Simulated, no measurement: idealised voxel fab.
Module name: voxel self aligned vias (process module)
Cross-section cut spans 265 nm and uses square cells 5 nm in size.
Reading order for cross-sections: top band down to bottom band. Underlying form: a grid of square cells. Band size: one or more rows of cells.
Heights first: top, then bottom, in nm. Then materials, left to right, each with a width in nm. "full width" on a single material: fills the band edge to edge. "empty": empty space.
Where do heights start? At 0: under that level the wafer as delivered is made of one material only. And the lowest band has no floor; it just carries on downward, as in "0 down".
A width such as "30 to 40" changes by the same amount from each row of cells to the next, from the band's top row to its bottom row.
When a step is marked "same as before", none of the cells in the cross-section changed during that step.
Closed-off voids of 8+ cells (no open route to the top) go in "Voids, enclosed", written width x height at distance from the left edge, in nm.
Note: text after step settings on the step line = simulator remark on that step.
overlay nm: where the mask lay relative to plan, measured to the right, on steps with a mask; negatives go left.

The process steps that were planned are listed below:
1. RECEIVE (material Si)
2. CONFORMAL_DEP (material SiO2; thk nm 15)
3. CONFORMAL_DEP (material SiCN; thk nm 5)
4. DIRECTIONAL_DEP (material SiO2; thk nm 30)
5. MASKED_ETCH (tone open; mask id LINES; width nm 25; pitch nm 70; etch materials SiO2; depth nm 30; overlay nm 0)
6. CONFORMAL_DEP (material TiN; thk nm 5)
7. FILL_DEP (material W; thk nm 10)
8. CMP (height nm 50)
9. SELECTIVE_ETCH (etch materials W Ru TiN; depth nm 10)
10. FILL_DEP (material SiN; thk nm 10)
11. CMP (height nm 50)
12. DIRECTIONAL_DEP (material SiO2; thk nm 15)
13. DIRECTIONAL_DEP (material aC; thk nm 10)
14. PATTERN (tone open; mask id VIAS; material resist; width nm 45; pitch nm 70; thk nm 25; overlay nm -15)
15. DIRECTIONAL_ETCH (etch materials aC; depth nm 10)
16. STRIP (etch materials resist)
17. DIRECTIONAL_ETCH (etch materials SiO2; depth nm 15)
18. DIRECTIONAL_ETCH (etch materials SiN; depth nm 10)
19. STRIP (etch materials aC)
20. CONFORMAL_DEP (material TiN; thk nm 5)
21. FILL_DEP (material W; thk nm 10)
22. CMP (height nm 65)
23. CONFORMAL_DEP (material SiCN; thk nm 5)
Heads up: all these wafers start the same, and what changes between them is the overlay nm in step 14. The value you see in the plan is just what the first wafer got.

First wafer as received, after step 1:
    0 down  Si full width
    Voids, enclosed: none

The cross-section of the first of several wafers is given below for the end of the module, after its final step, step 23:
    70 to 65  SiCN full width
    65 to 55  25 SiO2 | 5 TiN | 35 W | 5 TiN | 25 SiO2 | 5 TiN | 35 W | 5 TiN | 25 SiO2 | 5 TiN | 35 W | 5 TiN | 55 SiO2
    55 to 50  25 SiO2 | 30 TiN | 10 W | 5 TiN | 25 SiO2 | 30 TiN | 10 W | 5 TiN | 25 SiO2 | 30 TiN | 10 W | 5 TiN | 55 SiO2
    50 to 45  50 SiO2 | 5 TiN | 10 W | 5 TiN | 5 SiN | 45 SiO2 | 5 TiN | 10 W | 5 TiN | 5 SiN | 45 SiO2 | 5 TiN | 10 W | 5 TiN | 5 SiN | 50 SiO2
    45 to 40  50 SiO2 | 20 TiN | 5 SiN | 45 SiO2 | 20 TiN | 5 SiN | 45 SiO2 | 20 TiN | 5 SiN | 50 SiO2
    40 to 25  50 SiO2 | 5 TiN | 15 W | 5 TiN | 45 SiO2 | 5 TiN | 15 W | 5 TiN | 45 SiO2 | 5 TiN | 15 W | 5 TiN | 50 SiO2
    25 to 20  50 SiO2 | 25 TiN | 45 SiO2 | 25 TiN | 45 SiO2 | 25 TiN | 50 SiO2
    20 to 15  SiCN full width
    15 to 0  SiO2 full width
    0 down  Si full width
    Voids, enclosed: none

So this is the cross-section on the last wafer at the end of the module:
    70 to 65  SiCN full width
    65 to 55  55 SiO2 | 5 TiN | 35 W | 5 TiN | 25 SiO2 | 5 TiN | 35 W | 5 TiN | 25 SiO2 | 5 TiN | 35 W | 5 TiN | 25 SiO2
    55 to 50  55 SiO2 | 5 TiN | 10 W | 30 TiN | 25 SiO2 | 5 TiN | 10 W | 30 TiN | 25 SiO2 | 5 TiN | 10 W | 30 TiN | 25 SiO2
    50 to 45  50 SiO2 | 5 SiN | 5 TiN | 10 W | 5 TiN | 45 SiO2 | 5 SiN | 5 TiN | 10 W | 5 TiN | 45 SiO2 | 5 SiN | 5 TiN | 10 W | 5 TiN | 50 SiO2
    45 to 40  50 SiO2 | 5 SiN | 20 TiN | 45 SiO2 | 5 SiN | 20 TiN | 45 SiO2 | 5 SiN | 20 TiN | 50 SiO2
    40 to 25  50 SiO2 | 5 TiN | 15 W | 5 TiN | 45 SiO2 | 5 TiN | 15 W | 5 TiN | 45 SiO2 | 5 TiN | 15 W | 5 TiN | 50 SiO2
    25 to 20  50 SiO2 | 25 TiN | 45 SiO2 | 25 TiN | 45 SiO2 | 25 TiN | 50 SiO2
    20 to 15  SiCN full width
    15 to 0  SiO2 full width
    0 down  Si full width
    Voids, enclosed: none

Wafer rows; end of module; cells per material since receipt: (+) gained, (-) lost; then closed voids:
overlay nm -15; +106 SiCN; +6 SiN; +465 SiO2; +84 TiN; +81 W; Voids, enclosed: none
overlay nm -10; +106 SiCN; +465 SiO2; +84 TiN; +87 W; Voids, enclosed: none
overlay nm -5; +106 SiCN; +465 SiO2; +84 TiN; +87 W; Voids, enclosed: none
overlay nm 0; +106 SiCN; +465 SiO2; +84 TiN; +87 W; Voids, enclosed: none
overlay nm 5; +106 SiCN; +465 SiO2; +84 TiN; +87 W; Voids, enclosed: none
overlay nm 10; +106 SiCN; +465 SiO2; +84 TiN; +87 W; Voids, enclosed: none
overlay nm 15; +106 SiCN; +6 SiN; +465 SiO2; +84 TiN; +81 W; Voids, enclosed: none
